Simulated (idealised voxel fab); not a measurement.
process module | voxel capacitor over wiring
cross-section cut | 155 nm wide | cells 5 nm
A cross-section is a grid of square cells, given in bands from the top down. A band is one or more rows of cells.
Each band's line starts with the height of the band's top and of its bottom, in nm. Then come its materials from left to right, each with its width in nm. One material with "throughout" fills the band from edge to edge. "air" is empty space.
Height 0 is the level under which the wafer as received is all one material. The lowest band goes on downwards, as in "0 down".
A width such as "30 to 40" changes by the same amount from each row of cells to the next, from the band's top row to its bottom row.
"no change" after a step means that no cell of the cross-section changed.
closed voids: empty space of 8 cells or more with no open way to the top, each as width x height at its distance from the left edge, in nm
after a step's settings: what the simulator itself notes on the step
overlay nm, on a step with a mask: how far to the right of its planned place the mask lay; to the left if negative
plan
1 op RECEIVE | material Si
2 op CONFORMAL_DEP | material SiO2 | thk nm 15
3 op CONFORMAL_DEP | material SiN | thk nm 5
4 op DIRECTIONAL_DEP | material SiO2 | thk nm 25
5 op DIRECTIONAL_DEP | material aC | thk nm 15
6 op PATTERN | tone open | mask id METAL_1 | material resist | width nm 30 | pitch nm 80 | thk nm 35 | overlay nm 0
7 op DIRECTIONAL_ETCH | etch materials aC | depth nm 15
8 op STRIP | etch materials resist
9 op DIRECTIONAL_ETCH | etch materials SiO2 | depth nm 25
10 op DIRECTIONAL_ETCH | etch materials SiN | depth nm 5
11 op STRIP | etch materials aC
12 op CONFORMAL_DEP | material TiN | thk nm 5
13 op FILL_DEP | material Ru | thk nm 5
14 op CMP | height nm 45
15 op CONFORMAL_DEP | material SiCN | thk nm 5
16 op DIRECTIONAL_DEP | material lowk | thk nm 15
17 op MASKED_ETCH | tone open | mask id PLUG_1 | width nm 15 | etch materials lowk | depth nm 15 | overlay nm 0
18 op MASKED_ETCH | tone open | mask id PLUG_1 | width nm 15 | etch materials SiCN | depth nm 5 | overlay nm 0
19 op EPI | material Ru | thk nm 10
20 op EPI | material Ru | thk nm 10
21 op DIRECTIONAL_DEP | material TiN | thk nm 10
22 op DIRECTIONAL_DEP | material HfO2 | thk nm 5
23 op DIRECTIONAL_DEP | material TiN | thk nm 10
24 op DIRECTIONAL_DEP | material aC | thk nm 15
25 op PATTERN | tone cover | mask id UPPER_PLATE | material resist | width nm 55 | thk nm 30 | overlay nm 0
26 op DIRECTIONAL_ETCH | etch materials aC | depth nm 15
27 op STRIP | etch materials resist
28 op DIRECTIONAL_ETCH | etch materials TiN | depth nm 10
29 op DIRECTIONAL_ETCH | etch materials HfO2 | depth nm 5
30 op STRIP | etch materials aC
31 op DIRECTIONAL_DEP | material aC | thk nm 10
32 op PATTERN | tone cover | mask id LOWER_PLATE | material resist | width nm 65 | thk nm 30 | overlay nm 0
33 op DIRECTIONAL_ETCH | etch materials aC | depth nm 10
34 op STRIP | etch materials resist
35 op DIRECTIONAL_ETCH | etch materials TiN | depth nm 10
36 op STRIP | etch materials aC
37 op FILL_DEP | material SiO2 | thk nm 20
38 op CMP | height nm 105
39 op MASKED_ETCH | tone open | mask id PLUG_2 | width nm 15 | etch materials SiO2 | depth nm 15 | overlay nm 0
40 op CONFORMAL_DEP | material TiN | thk nm 5
41 op FILL_DEP | material Ru | thk nm 10
42 op CMP | height nm 105
43 op CONFORMAL_DEP | material SiCN | thk nm 5
first wafer, as planned
as received, after step 1
  0 down: Si throughout
  closed voids: none
after step 2
  15 to 0: SiO2 throughout
  below 0: unchanged
after step 3
  20 to 15: SiN throughout
  below 15: unchanged
after step 4
  45 to 20: SiO2 throughout
  below 20: unchanged
after step 5
  60 to 45: aC throughout
  below 45: unchanged
after step 6
  95 to 60: resist 20 | air 30 | resist 50 | air 30 | resist 25
  below 60: unchanged
after step 7
  80 to 60: resist 20 | air 30 | resist 50 | air 30 | resist 25
  60 to 45: aC 20 | air 30 | aC 50 | air 30 | aC 25
  below 45: unchanged
after step 8
  60 to 45: aC 20 | air 30 | aC 50 | air 30 | aC 25
  below 45: unchanged
after step 9
  60 to 45: aC 20 | air 30 | aC 50 | air 30 | aC 25
  45 to 20: SiO2 20 | air 30 | SiO2 50 | air 30 | SiO2 25
  below 20: unchanged
after step 10
  60 to 45: aC 20 | air 30 | aC 50 | air 30 | aC 25
  45 to 20: SiO2 20 | air 30 | SiO2 50 | air 30 | SiO2 25
  20 to 15: SiN 20 | air 30 | SiN 50 | air 30 | SiN 25
  below 15: unchanged
after step 11
  45 to 20: SiO2 20 | air 30 | SiO2 50 | air 30 | SiO2 25
  below 20: unchanged
after step 12
  50 to 45: TiN 25 | air 20 | TiN 60 | air 20 | TiN 30
  45 to 20: SiO2 20 | TiN 5 | air 20 | TiN 5 | SiO2 50 | TiN 5 | air 20 | TiN 5 | SiO2 25
  20 to 15: SiN 20 | TiN 30 | SiN 50 | TiN 30 | SiN 25
  below 15: unchanged
after step 13
  55 to 50: Ru throughout
  50 to 45: TiN 25 | Ru 20 | TiN 60 | Ru 20 | TiN 30
  45 to 20: SiO2 20 | TiN 5 | Ru 20 | TiN 5 | SiO2 50 | TiN 5 | Ru 20 | TiN 5 | SiO2 25
  below 20: unchanged
after step 14
  45 to 20: SiO2 20 | TiN 5 | Ru 20 | TiN 5 | SiO2 50 | TiN 5 | Ru 20 | TiN 5 | SiO2 25
  below 20: unchanged
after step 15
  50 to 45: SiCN throughout
  below 45: unchanged
after step 16
  65 to 50: lowk throughout
  below 50: unchanged
after step 17
  65 to 50: lowk 35 | air 15 | lowk 105
  below 50: unchanged
after step 18
  65 to 50: lowk 35 | air 15 | lowk 105
  50 to 45: SiCN 35 | air 15 | SiCN 105
  below 45: unchanged
after step 19
  65 to 55: lowk 35 | air 15 | lowk 105
  55 to 50: lowk 35 | Ru 15 | lowk 105
  50 to 45: SiCN 35 | Ru 15 | SiCN 105
  below 45: unchanged
after step 20
  65 to 50: lowk 35 | Ru 15 | lowk 105
  below 50: unchanged
after step 21
  75 to 65: TiN throughout
  below 65: unchanged
after step 22
  80 to 75: HfO2 throughout
  below 75: unchanged
after step 23
  90 to 80: TiN throughout
  below 80: unchanged
after step 24
  105 to 90: aC throughout
  below 90: unchanged
after step 25
  135 to 105: air 35 | resist 55 | air 65
  below 105: unchanged
after step 26
  120 to 105: air 35 | resist 55 | air 65
  105 to 90: air 35 | aC 55 | air 65
  below 90: unchanged
after step 27
  105 to 90: air 35 | aC 55 | air 65
  below 90: unchanged
after step 28
  105 to 90: air 35 | aC 55 | air 65
  90 to 80: air 35 | TiN 55 | air 65
  below 80: unchanged
after step 29
  105 to 90: air 35 | aC 55 | air 65
  90 to 80: air 35 | TiN 55 | air 65
  80 to 75: air 35 | HfO2 55 | air 65
  below 75: unchanged
after step 30
  90 to 80: air 35 | TiN 55 | air 65
  below 80: unchanged
after step 31
  100 to 90: air 35 | aC 55 | air 65
  90 to 85: air 35 | TiN 55 | air 65
  85 to 80: aC 35 | TiN 55 | aC 65
  80 to 75: aC 35 | HfO2 55 | aC 65
  below 75: unchanged
after step 32
  130 to 100: air 30 | resist 65 | air 60
  100 to 90: air 30 | resist 5 | aC 55 | resist 5 | air 60
  90 to 85: air 30 | resist 5 | TiN 55 | resist 5 | air 60
  below 85: unchanged
after step 33
  120 to 100: air 30 | resist 65 | air 60
  100 to 90: air 30 | resist 5 | aC 55 | resist 5 | air 60
  90 to 85: air 30 | resist 5 | TiN 55 | resist 5 | air 60
  85 to 80: air 30 | aC 5 | TiN 55 | aC 5 | air 60
  80 to 75: air 30 | aC 5 | HfO2 55 | aC 5 | air 60
  below 75: unchanged
after step 34
  100 to 90: air 35 | aC 55 | air 65
  90 to 85: air 35 | TiN 55 | air 65
  below 85: unchanged
after step 35
  100 to 90: air 35 | aC 55 | air 65
  90 to 85: air 35 | TiN 55 | air 65
  85 to 80: air 30 | aC 5 | TiN 55 | aC 5 | air 60
  80 to 75: air 30 | aC 5 | HfO2 55 | aC 5 | air 60
  75 to 65: air 30 | TiN 65 | air 60
  below 65: unchanged
after step 36
  90 to 80: air 35 | TiN 55 | air 65
  80 to 75: air 35 | HfO2 55 | air 65
  below 75: unchanged
after step 37
  110 to 90: SiO2 throughout
  90 to 80: SiO2 35 | TiN 55 | SiO2 65
  80 to 75: SiO2 35 | HfO2 55 | SiO2 65
  75 to 65: SiO2 30 | TiN 65 | SiO2 60
  below 65: unchanged
after step 38
  105 to 90: SiO2 throughout
  below 90: unchanged
after step 39
  105 to 90: SiO2 45 | air 15 | SiO2 95
  below 90: unchanged
after step 40
  110 to 105: TiN 50 | air 5 | TiN 100
  105 to 95: SiO2 45 | TiN 5 | air 5 | TiN 5 | SiO2 95
  95 to 90: SiO2 45 | TiN 15 | SiO2 95
  below 90: unchanged
after step 41
  120 to 110: Ru throughout
  110 to 105: TiN 50 | Ru 5 | TiN 100
  105 to 95: SiO2 45 | TiN 5 | Ru 5 | TiN 5 | SiO2 95
  below 95: unchanged
after step 42
  105 to 95: SiO2 45 | TiN 5 | Ru 5 | TiN 5 | SiO2 95
  below 95: unchanged
after step 43
  110 to 105: SiCN throughout
  below 105: unchanged
second wafer: like start, like plan, one mistake. Through step 15 it matches the first wafer
when step 16 should have ended: no change
when step 17 should have ended: no change
when step 18 should have ended
  50 to 45: SiCN 35 | air 15 | SiCN 105
  below 45: unchanged
when step 19 should have ended
  55 to 50: air 30 | Ru 25 | air 100
  50 to 45: SiCN 35 | Ru 15 | SiCN 105
  below 45: unchanged
when step 20 should have ended
  65 to 50: air 20 | Ru 45 | air 90
  below 50: unchanged
when step 21 should have ended
  75 to 65: air 20 | TiN 45 | air 90
  65 to 60: air 20 | Ru 45 | air 90
  60 to 50: TiN 20 | Ru 45 | TiN 90
  below 50: unchanged
when step 22 should have ended
  80 to 75: air 20 | HfO2 45 | air 90
  75 to 65: air 20 | TiN 45 | air 90
  65 to 60: HfO2 20 | Ru 45 | HfO2 90
  below 60: unchanged
when step 23 should have ended
  90 to 80: air 20 | TiN 45 | air 90
  80 to 75: air 20 | HfO2 45 | air 90
  75 to 65: TiN throughout
  below 65: unchanged
when step 24 should have ended
  105 to 90: air 20 | aC 45 | air 90
  90 to 80: aC 20 | TiN 45 | aC 90
  80 to 75: aC 20 | HfO2 45 | aC 90
  below 75: unchanged
when step 25 should have ended
  135 to 105: air 35 | resist 55 | air 65
  105 to 90: air 20 | aC 45 | resist 25 | air 65
  below 90: unchanged
when step 26 should have ended
  120 to 105: air 35 | resist 55 | air 65
  105 to 90: air 35 | aC 30 | resist 25 | air 65
  90 to 80: air 20 | TiN 45 | aC 25 | air 65
  80 to 75: air 20 | HfO2 45 | aC 25 | air 65
  below 75: unchanged
when step 27 should have ended
  105 to 90: air 35 | aC 30 | air 90
  below 90: unchanged
when step 28 should have ended
  105 to 90: air 35 | aC 30 | air 90
  90 to 80: air 35 | TiN 30 | aC 25 | air 65
  80 to 75: air 20 | HfO2 45 | aC 25 | air 65
  75 to 65: air 20 | TiN 70 | air 65
  below 65: unchanged
when step 29 should have ended
  105 to 90: air 35 | aC 30 | air 90
  90 to 80: air 35 | TiN 30 | aC 25 | air 65
  80 to 75: air 35 | HfO2 30 | aC 25 | air 65
  75 to 65: air 20 | TiN 70 | air 65
  65 to 60: air 20 | Ru 45 | HfO2 25 | air 65
  below 60: unchanged
when step 30 should have ended
  90 to 80: air 35 | TiN 30 | air 90
  80 to 75: air 35 | HfO2 30 | air 90
  below 75: unchanged
when step 31 should have ended
  100 to 90: air 35 | aC 30 | air 90
  90 to 85: air 35 | TiN 30 | air 90
  85 to 80: air 20 | aC 15 | TiN 30 | aC 25 | air 65
  80 to 75: air 20 | aC 15 | HfO2 30 | aC 25 | air 65
  75 to 70: air 20 | TiN 70 | air 65
  70 to 65: aC 20 | TiN 70 | aC 65
  65 to 60: aC 20 | Ru 45 | HfO2 25 | aC 65
  below 60: unchanged
when step 32 should have ended
  130 to 100: air 30 | resist 65 | air 60
  100 to 90: air 30 | resist 5 | aC 30 | resist 30 | air 60
  90 to 85: air 30 | resist 5 | TiN 30 | resist 30 | air 60
  85 to 80: air 20 | aC 15 | TiN 30 | aC 25 | resist 5 | air 60
  80 to 75: air 20 | aC 15 | HfO2 30 | aC 25 | resist 5 | air 60
  75 to 70: air 20 | TiN 70 | resist 5 | air 60
  below 70: unchanged
when step 33 should have ended
  120 to 100: air 30 | resist 65 | air 60
  100 to 90: air 30 | resist 5 | aC 30 | resist 30 | air 60
  90 to 85: air 30 | resist 5 | TiN 30 | resist 30 | air 60
  85 to 80: air 30 | aC 5 | TiN 30 | aC 25 | resist 5 | air 60
  80 to 75: air 30 | aC 5 | HfO2 30 | aC 25 | resist 5 | air 60
  75 to 70: air 20 | TiN 70 | resist 5 | air 60
  70 to 65: air 20 | TiN 70 | aC 5 | air 60
  65 to 60: air 20 | Ru 45 | HfO2 25 | aC 5 | air 60
  below 60: unchanged
when step 34 should have ended
  100 to 90: air 35 | aC 30 | air 90
  90 to 85: air 35 | TiN 30 | air 90
  85 to 80: air 30 | aC 5 | TiN 30 | aC 25 | air 65
  80 to 75: air 30 | aC 5 | HfO2 30 | aC 25 | air 65
  75 to 70: air 20 | TiN 70 | air 65
  below 70: unchanged
when step 35 should have ended
  100 to 90: air 35 | aC 30 | air 90
  90 to 85: air 35 | TiN 30 | air 90
  85 to 80: air 30 | aC 5 | TiN 30 | aC 25 | air 65
  80 to 75: air 30 | aC 5 | HfO2 30 | aC 25 | air 65
  75 to 70: air 30 | TiN 60 | air 65
  70 to 65: air 30 | TiN 60 | aC 5 | air 60
  65 to 60: air 20 | Ru 45 | HfO2 25 | aC 5 | air 60
  60 to 50: air 20 | Ru 45 | TiN 30 | air 60
  below 50: unchanged
when step 36 should have ended
  90 to 80: air 35 | TiN 30 | air 90
  80 to 75: air 35 | HfO2 30 | air 90
  75 to 65: air 30 | TiN 60 | air 65
  65 to 60: air 20 | Ru 45 | HfO2 25 | air 65
  below 60: unchanged
when step 37 should have ended
  110 to 90: SiO2 throughout
  90 to 80: SiO2 35 | TiN 30 | SiO2 90
  80 to 75: SiO2 35 | HfO2 30 | SiO2 90
  75 to 65: SiO2 30 | TiN 60 | SiO2 65
  65 to 60: SiO2 20 | Ru 45 | HfO2 25 | SiO2 65
  60 to 50: SiO2 20 | Ru 45 | TiN 30 | SiO2 60
  below 50: unchanged
when step 38 should have ended
  105 to 90: SiO2 throughout
  below 90: unchanged
when step 39 should have ended
  105 to 90: SiO2 45 | air 15 | SiO2 95
  below 90: unchanged
when step 40 should have ended
  110 to 105: TiN 50 | air 5 | TiN 100
  105 to 95: SiO2 45 | TiN 5 | air 5 | TiN 5 | SiO2 95
  95 to 90: SiO2 45 | TiN 15 | SiO2 95
  below 90: unchanged
when step 41 should have ended
  120 to 110: Ru throughout
  110 to 105: TiN 50 | Ru 5 | TiN 100
  105 to 95: SiO2 45 | TiN 5 | Ru 5 | TiN 5 | SiO2 95
  below 95: unchanged
when step 42 should have ended
  105 to 95: SiO2 45 | TiN 5 | Ru 5 | TiN 5 | SiO2 95
  below 95: unchanged
when step 43 should have ended
  110 to 105: SiCN throughout
  below 105: unchanged
what went wrong: step 16 was left out
at the end the second wafer has, in cells: 18 more of Ru | 66 more of SiO2 | 84 fewer of lowk
